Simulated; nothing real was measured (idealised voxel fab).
Process module heading - voxel ribs on slabs
Xsec cut, 215 nm wide, square cell size 5 nm.
Just so we're on the same page, the cross-sections are grids of square cells, and they're listed out in bands top to bottom, each band one or more rows deep. Top height, bottom height, nm. Materials left to right, width each, nm. Single material + "throughout" = fills band edge to edge. "blank" = empty. Measure heights from 0. That's the level where, below it, the as-received wafer is all one material. The lowest band is bottomless and extends downward; write it as in "0 down". A width given as "30..40" starts at the first number in the band's top row and ends at the second number in its bottom row, shifting by an equal amount at every step from row to row. The cross-section has no changed cell in any step marked "no modifications". Reported under the label "Closed voids list" are the empty spaces having no open way to the top and comprising 8 cells or more; the notation for each is width x height at distance, in which the distance is measured from the left edge and all three values are in nm. If you see something after the settings on a step's line, that's the simulator's own remark about that step. A step's line can hold "overlay nm"; with a mask on that step, the setting says how far right of the planned place the mask lay, while a negative setting says it lay to the left.

Planned step list for the process
1,op RECEIVE | material Si
2,op DIRECTIONAL_DEP | material SiO2 | thk nm 20
3,op DIRECTIONAL_DEP | material SiN | thk nm 25
4,op MASKED_ETCH | tone cover | mask id RIB | width nm 30 | etch materials SiN | depth nm 10 | overlay nm 0
5,op MASKED_ETCH | tone cover | mask id SLAB | width nm 70 | etch materials SiN | depth nm 15 | overlay nm 0
6,op FILL_DEP | material SiO2 | thk nm 20
7,op CMP | height nm 55
8,op DIRECTIONAL_DEP | material W | thk nm 5
9,op MASKED_ETCH | tone cover | mask id HEATER | width nm 40 | etch materials W | depth nm 5 | overlay nm 0
10,op CONFORMAL_DEP | material SiO2 | thk nm 5

Wafer at receipt (post step 1), cross-section
	0 down = Si throughout
	Closed voids list: none

Wafer at module end, in section. Began as above, planned as above, run with one mistake
	60 to 55 = 85 nm blank, 40 nm W, 90 nm blank
	55 to 45 = SiO2 throughout
	45 to 35 = 90 nm SiO2, 30 nm SiN, 95 nm SiO2
	35 to 20 = 70 nm SiO2, 70 nm SiN, 75 nm SiO2
	20 to 0 = SiO2 throughout
	0 down = Si throughout
	Closed voids list: none
So what did we get wrong on this run? with respect to the plan, step 10 was omitted and not executed
